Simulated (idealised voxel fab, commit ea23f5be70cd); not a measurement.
The name of this process module is voxel wiring stack.
Cross-sectional view cut (width: 285 nm; square cell size: 5 nm).
Just so we're on the same page, the cross-sections are grids of square cells, and they're listed out in bands top to bottom, each band one or more rows deep. Within each band entry, the heights of the top and of the bottom of the band appear first, in that order and in nm; the materials of the band then follow from left to right, each with its corresponding width in nm. The designation "edge to edge" on a single material indicates that it fills the band from edge to edge; the designation "air" indicates empty space. Height reference: 0 = level under which incoming wafer is all one material. Lowest band: no bottom, runs on downward, e.g. "0 nm and below". Read "30..40" as a graded width: first number on top, second number at the bottom, same change between each pair of neighbouring rows. For the purposes of this document, the phrase "remains unaltered" attached to a step denotes that no cell within the cross-section was modified by that step. Listed in "Completely sealed voids": every empty space of 8 or more cells without an open way to the top. Form: width x height at distance, the distance being from the left edge, all in nm. Text after the settings on a step's line: the simulator's own remark on that step. On any step carrying a mask, the "overlay nm" setting, if present on the step's line, tells how far right of its planned place the mask lay; negative values point to the left.
[Planned process steps]
step 1: RECEIVE (material Si)
step 2: CONFORMAL_DEP (material SiO2; thk nm 15)
step 3: DIRECTIONAL_DEP (material TiN; thk nm 5)
step 4: DIRECTIONAL_DEP (material Ru; thk nm 15)
step 5: PATTERN (tone cover; mask id METAL_1; material resist; width nm 25; pitch nm 40; thk nm 20; overlay nm 0)
step 6: DIRECTIONAL_ETCH (etch materials Ru; depth nm 15)
step 7: DIRECTIONAL_ETCH (etch materials TiN; depth nm 5)
step 8: STRIP (etch materials resist)
step 9: CONFORMAL_DEP (material SiCN; thk nm 5)
step 10: FILL_DEP (material SiO2; thk nm 10)
step 11: CMP (height nm 35)
step 12: CONFORMAL_DEP (material SiCN; thk nm 5)
step 13: DIRECTIONAL_DEP (material SiO2; thk nm 25)
step 14: PATTERN (tone open; mask id METAL_2_HOLES; material resist; width nm 15; pitch nm 40; thk nm 20; overlay nm 0)
step 15: DIRECTIONAL_ETCH (etch materials SiO2; depth nm 25)
step 16: STRIP (etch materials resist)
step 17: DIRECTIONAL_DEP (material aC; thk nm 10)
step 18: PATTERN (tone open; mask id METAL_2; material resist; width nm 25; pitch nm 40; thk nm 25; overlay nm 0)
step 19: DIRECTIONAL_ETCH (etch materials aC; depth nm 10)
step 20: STRIP (etch materials resist)
step 21: DIRECTIONAL_ETCH (etch materials SiO2; depth nm 15)
step 22: DIRECTIONAL_ETCH (etch materials SiCN; depth nm 5)
step 23: STRIP (etch materials aC)
step 24: CONFORMAL_DEP (material TiN; thk nm 5)
step 25: FILL_DEP (material Ru; thk nm 10)
step 26: CMP (height nm 65)
step 27: CONFORMAL_DEP (material SiN; thk nm 5)
[First of two wafers - as planned]
[Shown in cross-section is the wafer as received, that is, as it stands after step 1]
0 nm and below | Si edge to edge
Completely sealed voids: none
[Cross-sectional representation of the wafer at the conclusion of step 2]
15 nm to 0 nm | SiO2 edge to edge
Below a height of 0, the structure has not been altered.
[Cross-sectional representation of the wafer at the conclusion of step 3]
20 nm to 15 nm | TiN edge to edge
Below a height of 15, the structure has not been altered.
[Cross-sectional representation of the wafer at the conclusion of step 4]
35 nm to 20 nm | Ru edge to edge
Below a height of 20, the structure has not been altered.
[Cross-sectional representation of the wafer at the conclusion of step 5]
55 nm to 35 nm | air=90, then resist=25, then air=15, then resist=25, then air=15, then resist=25, then air=90
Below a height of 35, the structure has not been altered.
[Cross-sectional representation of the wafer at the conclusion of step 6]
55 nm to 35 nm | air=90, then resist=25, then air=15, then resist=25, then air=15, then resist=25, then air=90
35 nm to 20 nm | air=90, then Ru=25, then air=15, then Ru=25, then air=15, then Ru=25, then air=90
Below a height of 20, the structure has not been altered.
[Cross-sectional representation of the wafer at the conclusion of step 7]
55 nm to 35 nm | air=90, then resist=25, then air=15, then resist=25, then air=15, then resist=25, then air=90
35 nm to 20 nm | air=90, then Ru=25, then air=15, then Ru=25, then air=15, then Ru=25, then air=90
20 nm to 15 nm | air=90, then TiN=25, then air=15, then TiN=25, then air=15, then TiN=25, then air=90
Below a height of 15, the structure has not been altered.
[Cross-sectional representation of the wafer at the conclusion of step 8]
35 nm to 20 nm | air=90, then Ru=25, then air=15, then Ru=25, then air=15, then Ru=25, then air=90
Below a height of 20, the structure has not been altered.
[Cross-sectional representation of the wafer at the conclusion of step 9]
40 nm to 35 nm | air=85, then SiCN=35, then air=5, then SiCN=35, then air=5, then SiCN=35, then air=85
35 nm to 20 nm | air=85, then SiCN=5, then Ru=25, then SiCN=5, then air=5, then SiCN=5, then Ru=25, then SiCN=5, then air=5, then SiCN=5, then Ru=25, then SiCN=5, then air=85
20 nm to 15 nm | SiCN=90, then TiN=25, then SiCN=15, then TiN=25, then SiCN=15, then TiN=25, then SiCN=90
Below a height of 15, the structure has not been altered.
[Cross-sectional representation of the wafer at the conclusion of step 10]
50 nm to 40 nm | SiO2 edge to edge
40 nm to 35 nm | SiO2=85, then SiCN=35, then SiO2=5, then SiCN=35, then SiO2=5, then SiCN=35, then SiO2=85
35 nm to 20 nm | SiO2=85, then SiCN=5, then Ru=25, then SiCN=5, then SiO2=5, then SiCN=5, then Ru=25, then SiCN=5, then SiO2=5, then SiCN=5, then Ru=25, then SiCN=5, then SiO2=85
Below a height of 20, the structure has not been altered.
[Cross-sectional representation of the wafer at the conclusion of step 11]
35 nm to 20 nm | SiO2=85, then SiCN=5, then Ru=25, then SiCN=5, then SiO2=5, then SiCN=5, then Ru=25, then SiCN=5, then SiO2=5, then SiCN=5, then Ru=25, then SiCN=5, then SiO2=85
Below a height of 20, the structure has not been altered.
[Cross-sectional representation of the wafer at the conclusion of step 12]
40 nm to 35 nm | SiCN edge to edge
Below a height of 35, the structure has not been altered.
[Cross-sectional representation of the wafer at the conclusion of step 13]
65 nm to 40 nm | SiO2 edge to edge
Below a height of 40, the structure has not been altered.
[Cross-sectional representation of the wafer at the conclusion of step 14]
85 nm to 65 nm | resist=90, then air=15, then resist=25, then air=15, then resist=25, then air=15, then resist=100
Below a height of 65, the structure has not been altered.
[Cross-sectional representation of the wafer at the conclusion of step 15]
85 nm to 65 nm | resist=90, then air=15, then resist=25, then air=15, then resist=25, then air=15, then resist=100
65 nm to 40 nm | SiO2=90, then air=15, then SiO2=25, then air=15, then SiO2=25, then air=15, then SiO2=100
Below a height of 40, the structure has not been altered.
[Cross-sectional representation of the wafer at the conclusion of step 16]
65 nm to 40 nm | SiO2=90, then air=15, then SiO2=25, then air=15, then SiO2=25, then air=15, then SiO2=100
Below a height of 40, the structure has not been altered.
[Cross-sectional representation of the wafer at the conclusion of step 17]
75 nm to 65 nm | aC=90, then air=15, then aC=25, then air=15, then aC=25, then air=15, then aC=100
65 nm to 50 nm | SiO2=90, then air=15, then SiO2=25, then air=15, then SiO2=25, then air=15, then SiO2=100
50 nm to 40 nm | SiO2=90, then aC=15, then SiO2=25, then aC=15, then SiO2=25, then aC=15, then SiO2=100
Below a height of 40, the structure has not been altered.
[Cross-sectional representation of the wafer at the conclusion of step 18]
100 nm to 75 nm | resist=90, then air=25, then resist=15, then air=25, then resist=15, then air=25, then resist=90
Below a height of 75, the structure has not been altered.
[Cross-sectional representation of the wafer at the conclusion of step 19]
90 nm to 75 nm | resist=90, then air=25, then resist=15, then air=25, then resist=15, then air=25, then resist=90
75 nm to 65 nm | aC=90, then air=25, then aC=15, then air=25, then aC=15, then air=25, then aC=90
65 nm to 40 nm | SiO2=90, then air=15, then SiO2=25, then air=15, then SiO2=25, then air=15, then SiO2=100
Below a height of 40, the structure has not been altered.
[Cross-sectional representation of the wafer at the conclusion of step 20]
75 nm to 65 nm | aC=90, then air=25, then aC=15, then air=25, then aC=15, then air=25, then aC=90
Below a height of 65, the structure has not been altered.
[Cross-sectional representation of the wafer at the conclusion of step 21]
75 nm to 65 nm | aC=90, then air=25, then aC=15, then air=25, then aC=15, then air=25, then aC=90
65 nm to 50 nm | SiO2=90, then air=25, then SiO2=15, then air=25, then SiO2=15, then air=25, then SiO2=90
Below a height of 50, the structure has not been altered.
[Cross-sectional representation of the wafer at the conclusion of step 22]
75 nm to 65 nm | aC=90, then air=25, then aC=15, then air=25, then aC=15, then air=25, then aC=90
65 nm to 50 nm | SiO2=90, then air=25, then SiO2=15, then air=25, then SiO2=15, then air=25, then SiO2=90
50 nm to 40 nm | SiO2=90, then air=15, then SiO2=25, then air=15, then SiO2=25, then air=15, then SiO2=100
40 nm to 35 nm | SiCN=90, then air=15, then SiCN=25, then air=15, then SiCN=25, then air=15, then SiCN=100
Below a height of 35, the structure has not been altered.
[Cross-sectional representation of the wafer at the conclusion of step 23]
65 nm to 50 nm | SiO2=90, then air=25, then SiO2=15, then air=25, then SiO2=15, then air=25, then SiO2=90
Below a height of 50, the structure has not been altered.
[Cross-sectional representation of the wafer at the conclusion of step 24]
70 nm to 65 nm | TiN=95, then air=15, then TiN=25, then air=15, then TiN=25, then air=15, then TiN=95
65 nm to 55 nm | SiO2=90, then TiN=5, then air=15, then TiN=5, then SiO2=15, then TiN=5, then air=15, then TiN=5, then SiO2=15, then TiN=5, then air=15, then TiN=5, then SiO2=90
55 nm to 50 nm | SiO2=90, then TiN=5, then air=5, then TiN=15, then SiO2=15, then TiN=5, then air=5, then TiN=15, then SiO2=15, then TiN=5, then air=5, then TiN=15, then SiO2=90
50 nm to 40 nm | SiO2=90, then TiN=5, then air=5, then TiN=5, then SiO2=25, then TiN=5, then air=5, then TiN=5, then SiO2=25, then TiN=5, then air=5, then TiN=5, then SiO2=100
40 nm to 35 nm | SiCN=90, then TiN=15, then SiCN=25, then TiN=15, then SiCN=25, then TiN=15, then SiCN=100
Below a height of 35, the structure has not been altered.
[Cross-sectional representation of the wafer at the conclusion of step 25]
80 nm to 70 nm | Ru edge to edge
70 nm to 65 nm | TiN=95, then Ru=15, then TiN=25, then Ru=15, then TiN=25, then Ru=15, then TiN=95
65 nm to 55 nm | SiO2=90, then TiN=5, then Ru=15, then TiN=5, then SiO2=15, then TiN=5, then Ru=15, then TiN=5, then SiO2=15, then TiN=5, then Ru=15, then TiN=5, then SiO2=90
55 nm to 50 nm | SiO2=90, then TiN=5, then Ru=5, then TiN=15, then SiO2=15, then TiN=5, then Ru=5, then TiN=15, then SiO2=15, then TiN=5, then Ru=5, then TiN=15, then SiO2=90
50 nm to 40 nm | SiO2=90, then TiN=5, then Ru=5, then TiN=5, then SiO2=25, then TiN=5, then Ru=5, then TiN=5, then SiO2=25, then TiN=5, then Ru=5, then TiN=5, then SiO2=100
Below a height of 40, the structure has not been altered.
[Cross-sectional representation of the wafer at the conclusion of step 26]
65 nm to 55 nm | SiO2=90, then TiN=5, then Ru=15, then TiN=5, then SiO2=15, then TiN=5, then Ru=15, then TiN=5, then SiO2=15, then TiN=5, then Ru=15, then TiN=5, then SiO2=90
Below a height of 55, the structure has not been altered.
[Cross-sectional representation of the wafer at the conclusion of step 27]
70 nm to 65 nm | SiN edge to edge
Below a height of 65, the structure has not been altered.
[Wafer two. Identical start, identical plan. One mistake in execution. Identical history through step 1]
[Second wafer, cross-section, planned end of step 2]
30 nm to 0 nm | SiO2 edge to edge
Below a height of 0, the structure has not been altered.
[Second wafer, cross-section, planned end of step 3]
35 nm to 30 nm | TiN edge to edge
Below a height of 30, the structure has not been altered.
[Second wafer, cross-section, planned end of step 4]
50 nm to 35 nm | Ru edge to edge
Below a height of 35, the structure has not been altered.
[Second wafer, cross-section, planned end of step 5]
70 nm to 50 nm | air=90, then resist=25, then air=15, then resist=25, then air=15, then resist=25, then air=90
Below a height of 50, the structure has not been altered.
[Second wafer, cross-section, planned end of step 6]
70 nm to 50 nm | air=90, then resist=25, then air=15, then resist=25, then air=15, then resist=25, then air=90
50 nm to 35 nm | air=90, then Ru=25, then air=15, then Ru=25, then air=15, then Ru=25, then air=90
Below a height of 35, the structure has not been altered.
[Second wafer, cross-section, planned end of step 7]
70 nm to 50 nm | air=90, then resist=25, then air=15, then resist=25, then air=15, then resist=25, then air=90
50 nm to 35 nm | air=90, then Ru=25, then air=15, then Ru=25, then air=15, then Ru=25, then air=90
35 nm to 30 nm | air=90, then TiN=25, then air=15, then TiN=25, then air=15, then TiN=25, then air=90
Below a height of 30, the structure has not been altered.
[Second wafer, cross-section, planned end of step 8]
50 nm to 35 nm | air=90, then Ru=25, then air=15, then Ru=25, then air=15, then Ru=25, then air=90
Below a height of 35, the structure has not been altered.
[Second wafer, cross-section, planned end of step 9]
55 nm to 50 nm | air=85, then SiCN=35, then air=5, then SiCN=35, then air=5, then SiCN=35, then air=85
50 nm to 35 nm | air=85, then SiCN=5, then Ru=25, then SiCN=5, then air=5, then SiCN=5, then Ru=25, then SiCN=5, then air=5, then SiCN=5, then Ru=25, then SiCN=5, then air=85
35 nm to 30 nm | SiCN=90, then TiN=25, then SiCN=15, then TiN=25, then SiCN=15, then TiN=25, then SiCN=90
Below a height of 30, the structure has not been altered.
[Second wafer, cross-section, planned end of step 10]
65 nm to 55 nm | SiO2 edge to edge
55 nm to 50 nm | SiO2=85, then SiCN=35, then SiO2=5, then SiCN=35, then SiO2=5, then SiCN=35, then SiO2=85
50 nm to 35 nm | SiO2=85, then SiCN=5, then Ru=25, then SiCN=5, then SiO2=5, then SiCN=5, then Ru=25, then SiCN=5, then SiO2=5, then SiCN=5, then Ru=25, then SiCN=5, then SiO2=85
Below a height of 35, the structure has not been altered.
[Second wafer, cross-section, planned end of step 11]
35 nm to 30 nm | SiCN=90, then TiN=25, then SiCN=15, then TiN=25, then SiCN=15, then TiN=25, then SiCN=90
Below a height of 30, the structure has not been altered.
[Second wafer, cross-section, planned end of step 12]
40 nm to 35 nm | SiCN edge to edge
Below a height of 35, the structure has not been altered.
[Second wafer, cross-section, planned end of step 13]
65 nm to 40 nm | SiO2 edge to edge
Below a height of 40, the structure has not been altered.
[Second wafer, cross-section, planned end of step 14]
85 nm to 65 nm | resist=90, then air=15, then resist=25, then air=15, then resist=25, then air=15, then resist=100
Below a height of 65, the structure has not been altered.
[Second wafer, cross-section, planned end of step 15]
85 nm to 65 nm | resist=90, then air=15, then resist=25, then air=15, then resist=25, then air=15, then resist=100
65 nm to 40 nm | SiO2=90, then air=15, then SiO2=25, then air=15, then SiO2=25, then air=15, then SiO2=100
Below a height of 40, the structure has not been altered.
[Second wafer, cross-section, planned end of step 16]
65 nm to 40 nm | SiO2=90, then air=15, then SiO2=25, then air=15, then SiO2=25, then air=15, then SiO2=100
Below a height of 40, the structure has not been altered.
[Second wafer, cross-section, planned end of step 17]
75 nm to 65 nm | aC=90, then air=15, then aC=25, then air=15, then aC=25, then air=15, then aC=100
65 nm to 50 nm | SiO2=90, then air=15, then SiO2=25, then air=15, then SiO2=25, then air=15, then SiO2=100
50 nm to 40 nm | SiO2=90, then aC=15, then SiO2=25, then aC=15, then SiO2=25, then aC=15, then SiO2=100
Below a height of 40, the structure has not been altered.
[Second wafer, cross-section, planned end of step 18]
100 nm to 75 nm | resist=90, then air=25, then resist=15, then air=25, then resist=15, then air=25, then resist=90
Below a height of 75, the structure has not been altered.
[Second wafer, cross-section, planned end of step 19]
90 nm to 75 nm | resist=90, then air=25, then resist=15, then air=25, then resist=15, then air=25, then resist=90
75 nm to 65 nm | aC=90, then air=25, then aC=15, then air=25, then aC=15, then air=25, then aC=90
65 nm to 40 nm | SiO2=90, then air=15, then SiO2=25, then air=15, then SiO2=25, then air=15, then SiO2=100
Below a height of 40, the structure has not been altered.
[Second wafer, cross-section, planned end of step 20]
75 nm to 65 nm | aC=90, then air=25, then aC=15, then air=25, then aC=15, then air=25, then aC=90
Below a height of 65, the structure has not been altered.
[Second wafer, cross-section, planned end of step 21]
75 nm to 65 nm | aC=90, then air=25, then aC=15, then air=25, then aC=15, then air=25, then aC=90
65 nm to 50 nm | SiO2=90, then air=25, then SiO2=15, then air=25, then SiO2=15, then air=25, then SiO2=90
Below a height of 50, the structure has not been altered.
[Second wafer, cross-section, planned end of step 22]
75 nm to 65 nm | aC=90, then air=25, then aC=15, then air=25, then aC=15, then air=25, then aC=90
65 nm to 50 nm | SiO2=90, then air=25, then SiO2=15, then air=25, then SiO2=15, then air=25, then SiO2=90
50 nm to 40 nm | SiO2=90, then air=15, then SiO2=25, then air=15, then SiO2=25, then air=15, then SiO2=100
40 nm to 35 nm | SiCN=90, then air=15, then SiCN=25, then air=15, then SiCN=25, then air=15, then SiCN=100
Below a height of 35, the structure has not been altered.
[Second wafer, cross-section, planned end of step 23]
65 nm to 50 nm | SiO2=90, then air=25, then SiO2=15, then air=25, then SiO2=15, then air=25, then SiO2=90
Below a height of 50, the structure has not been altered.
[Second wafer, cross-section, planned end of step 24]
70 nm to 65 nm | TiN=95, then air=15, then TiN=25, then air=15, then TiN=25, then air=15, then TiN=95
65 nm to 55 nm | SiO2=90, then TiN=5, then air=15, then TiN=5, then SiO2=15, then TiN=5, then air=15, then TiN=5, then SiO2=15, then TiN=5, then air=15, then TiN=5, then SiO2=90
55 nm to 50 nm | SiO2=90, then TiN=5, then air=5, then TiN=15, then SiO2=15, then TiN=5, then air=5, then TiN=15, then SiO2=15, then TiN=5, then air=5, then TiN=15, then SiO2=90
50 nm to 40 nm | SiO2=90, then TiN=5, then air=5, then TiN=5, then SiO2=25, then TiN=5, then air=5, then TiN=5, then SiO2=25, then TiN=5, then air=5, then TiN=5, then SiO2=100
40 nm to 30 nm | SiCN=90, then TiN=15..25, then SiCN=25..15, then TiN=15..25, then SiCN=25..15, then TiN=15..25, then SiCN=100..90
Below a height of 30, the structure has not been altered.
[Second wafer, cross-section, planned end of step 25]
80 nm to 70 nm | Ru edge to edge
70 nm to 65 nm | TiN=95, then Ru=15, then TiN=25, then Ru=15, then TiN=25, then Ru=15, then TiN=95
65 nm to 55 nm | SiO2=90, then TiN=5, then Ru=15, then TiN=5, then SiO2=15, then TiN=5, then Ru=15, then TiN=5, then SiO2=15, then TiN=5, then Ru=15, then TiN=5, then SiO2=90
55 nm to 50 nm | SiO2=90, then TiN=5, then Ru=5, then TiN=15, then SiO2=15, then TiN=5, then Ru=5, then TiN=15, then SiO2=15, then TiN=5, then Ru=5, then TiN=15, then SiO2=90
50 nm to 40 nm | SiO2=90, then TiN=5, then Ru=5, then TiN=5, then SiO2=25, then TiN=5, then Ru=5, then TiN=5, then SiO2=25, then TiN=5, then Ru=5, then TiN=5, then SiO2=100
Below a height of 40, the structure has not been altered.
[Second wafer, cross-section, planned end of step 26]
65 nm to 55 nm | SiO2=90, then TiN=5, then Ru=15, then TiN=5, then SiO2=15, then TiN=5, then Ru=15, then TiN=5, then SiO2=15, then TiN=5, then Ru=15, then TiN=5, then SiO2=90
Below a height of 55, the structure has not been altered.
[Second wafer, cross-section, planned end of step 27]
70 nm to 65 nm | SiN edge to edge
Below a height of 65, the structure has not been altered.
Misprocessing identified: in the plan, step 2 was performed twice
Wafer comparison, final, in cells, second relative to first, materials more or fewer: Ru: 45 fewer; SiCN: 18 fewer; SiO2: 63 more
